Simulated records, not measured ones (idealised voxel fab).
process module | voxel air gaps
cross-section cut | 170 nm wide | cells 5 nm
A cross-section is a grid of square cells, given in bands from the top down. A band is one or more rows of cells.
Each band's line starts with the height of the band's top and of its bottom, in nm. Then come its materials from left to right, each with its width in nm. One material with "throughout" fills the band from edge to edge. "air" is empty space.
Height 0 is the level under which the wafer as received is all one material. The lowest band goes on downwards, as in "0 down".
A width such as "30 to 40" changes by the same amount from each row of cells to the next, from the band's top row to its bottom row.
"no change" after a step means that no cell of the cross-section changed.
closed voids: empty space of 8 cells or more with no open way to the top, each as width x height at its distance from the left edge, in nm
after a step's settings: what the simulator itself notes on the step
overlay nm, on a step with a mask: how far to the right of its planned place the mask lay; to the left if negative
plan
1 op RECEIVE | material Si
2 op CONFORMAL_DEP | material SiO2 | thk nm 15
3 op CONFORMAL_DEP | material SiCN | thk nm 5
4 op DIRECTIONAL_DEP | material lowk | thk nm 30
5 op MASKED_ETCH | tone open | mask id LINES | width nm 15 | pitch nm 45 | etch materials lowk | depth nm 30 | overlay nm 0
6 op CONFORMAL_DEP | material TiN | thk nm 5
7 op FILL_DEP | material Cu | thk nm 10
8 op CMP | height nm 50
9 op EPI | material Ru | thk nm 10
10 op SELECTIVE_ETCH | etch materials lowk | depth nm 40
11 op CONFORMAL_DEP | material SiCN | thk nm 5
as received, after step 1
  0 down: Si throughout
  closed voids: none
first wafer at the end, as planned
  65 to 60: air 15 | SiCN 135 | air 20
  60 to 50: air 15 | SiCN 5 | Ru 35 | SiCN 10 | Ru 35 | SiCN 10 | Ru 35 | SiCN 5 | air 20
  50 to 45: air 15 | SiCN 15 | TiN 5 | Cu 5 | TiN 5 | SiCN 30 | TiN 5 | Cu 5 | TiN 5 | SiCN 30 | TiN 5 | Cu 5 | TiN 5 | SiCN 15 | air 20
  45 to 25: air 25 | SiCN 5 | TiN 5 | Cu 5 | TiN 5 | SiCN 5 | air 20 | SiCN 5 | TiN 5 | Cu 5 | TiN 5 | SiCN 5 | air 20 | SiCN 5 | TiN 5 | Cu 5 | TiN 5 | SiCN 5 | air 30
  25 to 20: SiCN 30 | TiN 15 | SiCN 30 | TiN 15 | SiCN 30 | TiN 15 | SiCN 35
  20 to 15: SiCN throughout
  15 to 0: SiO2 throughout
  0 down: Si throughout
  closed voids: 20 x 20 at 50; 20 x 20 at 95
second wafer at the end: like start, like plan, one mistake
  65 to 60: air 15 | SiCN 140 | air 15
  60 to 50: air 15 | SiCN 5 | Ru 40 | SiCN 5 | Ru 40 | SiCN 5 | Ru 40 | SiCN 5 | air 15
  50 to 45: air 15 | SiCN 15 | TiN 5 | Cu 10 | TiN 5 | SiCN 25 | TiN 5 | Cu 10 | TiN 5 | SiCN 25 | TiN 5 | Cu 10 | TiN 5 | SiCN 15 | air 15
  45 to 25: air 25 | SiCN 5 | TiN 5 | Cu 10 | TiN 5 | SiCN 5 | air 15 | SiCN 5 | TiN 5 | Cu 10 | TiN 5 | SiCN 5 | air 15 | SiCN 5 | TiN 5 | Cu 10 | TiN 5 | SiCN 5 | air 25
  25 to 20: SiCN 30 | TiN 20 | SiCN 25 | TiN 20 | SiCN 25 | TiN 20 | SiCN 30
  20 to 15: SiCN throughout
  15 to 0: SiO2 throughout
  0 down: Si throughout
  closed voids: 15 x 20 at 55; 15 x 20 at 100
what went wrong: step 5 ran as: op MASKED_ETCH | tone open | mask id LINES | width nm 20 | pitch nm 45 | etch materials lowk | depth nm 30 | overlay nm 0
at the end the second wafer has, in cells: 15 more of Cu | 6 more of Ru | 8 fewer of SiCN | 3 more of TiN
